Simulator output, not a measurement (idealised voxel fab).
The process module presented herein is designated voxel self aligned contacts.
The figure presents cross-section cut, which has a width of 265 nm and is divided into square cells with an edge length of 5 nm.
Bands, listed from the top down, are how a cross-section gets written in this document; the cross-section itself is a grid of square cells, and a band is one or more rows of them.
Look at the band entry: it leads with the top's height and the bottom's height in nm. Then it lists the materials left to right, with a width in nm for each. The word "everywhere" on a single material says that material fills the band edge to edge. The word "empty" is empty space.
Basically, 0 is our baseline, since under it the wafer straight out of the box is all one material. The bottom band has no lower end and keeps on going down, so it looks like "from 0 down".
The two numbers in a width such as "30->40" mark its ends across the band: the first belongs to the top row of cells, the second to the bottom row, and from each row to the next the width moves by the same amount.
Any step labelled "no alteration" changed none of the cells in the cross-section.
Closed-off voids of 8+ cells (no open route to the top) go in "Enclosed cavities", written width x height at distance from the left edge, in nm.
On a step's line, text after the settings is the simulator commenting on that step.
overlay nm: mask right of planned place by this much (step with mask). Neg. = left.

This section lists the process steps that were planned:
1. RECEIVE,material Si
2. OXIDIZE,depth nm 5
3. DIRECTIONAL_DEP,material polySi,thk nm 30
4. DIRECTIONAL_DEP,material SiN,thk nm 20
5. PATTERN,tone cover,mask id GATE,material resist,width nm 30,pitch nm 65,thk nm 20,overlay nm 0
6. DIRECTIONAL_ETCH,etch materials SiN,depth nm 20
7. DIRECTIONAL_ETCH,etch materials polySi,depth nm 30
8. STRIP,etch materials resist
9. CONFORMAL_DEP,material SiN,thk nm 10
10. DIRECTIONAL_ETCH,etch materials SiN,depth nm 10
11. FILL_DEP,material SiO2,thk nm 15
12. CMP,height nm 55
13. DIRECTIONAL_DEP,material aC,thk nm 15
14. PATTERN,tone open,mask id CONTACT,material resist,width nm 45,thk nm 30,overlay nm 0
15. DIRECTIONAL_ETCH,etch materials aC,depth nm 15
16. STRIP,etch materials resist
17. DIRECTIONAL_ETCH,etch materials SiO2,depth nm 60
18. STRIP,etch materials aC
19. CONFORMAL_DEP,material TiN,thk nm 5
20. FILL_DEP,material Ru,thk nm 10
21. CMP,height nm 55
22. CONFORMAL_DEP,material SiN,thk nm 5

As received (post step 1): cross-section:
* from 0 down  Si everywhere
* Enclosed cavities: none

Wafer cross-section at end of module: start and plan as shown above, one execution error:
* from 60 to 55  SiN everywhere
* from 55 to 50  105 SiO2; 25 TiN; 5 Ru; 25 TiN; 105 SiO2
* from 50 to 30  75 SiO2; 50 SiN; 5 TiN; 5 Ru; 5 TiN; 50 SiN; 75 SiO2
* from 30 to 0  75 SiO2; 10 SiN; 30 polySi; 10 SiN; 5 TiN; 5 Ru; 5 TiN; 10 SiN; 30 polySi; 10 SiN; 75 SiO2
* from 0 to -5  125 SiO2; 15 TiN; 125 SiO2
* from -5 down  Si everywhere
* Enclosed cavities: none
Plan not followed: rather than as planned, step 14 actually ran as PATTERN,tone open,mask id CONTACT,material resist,width nm 55,thk nm 30,overlay nm 0
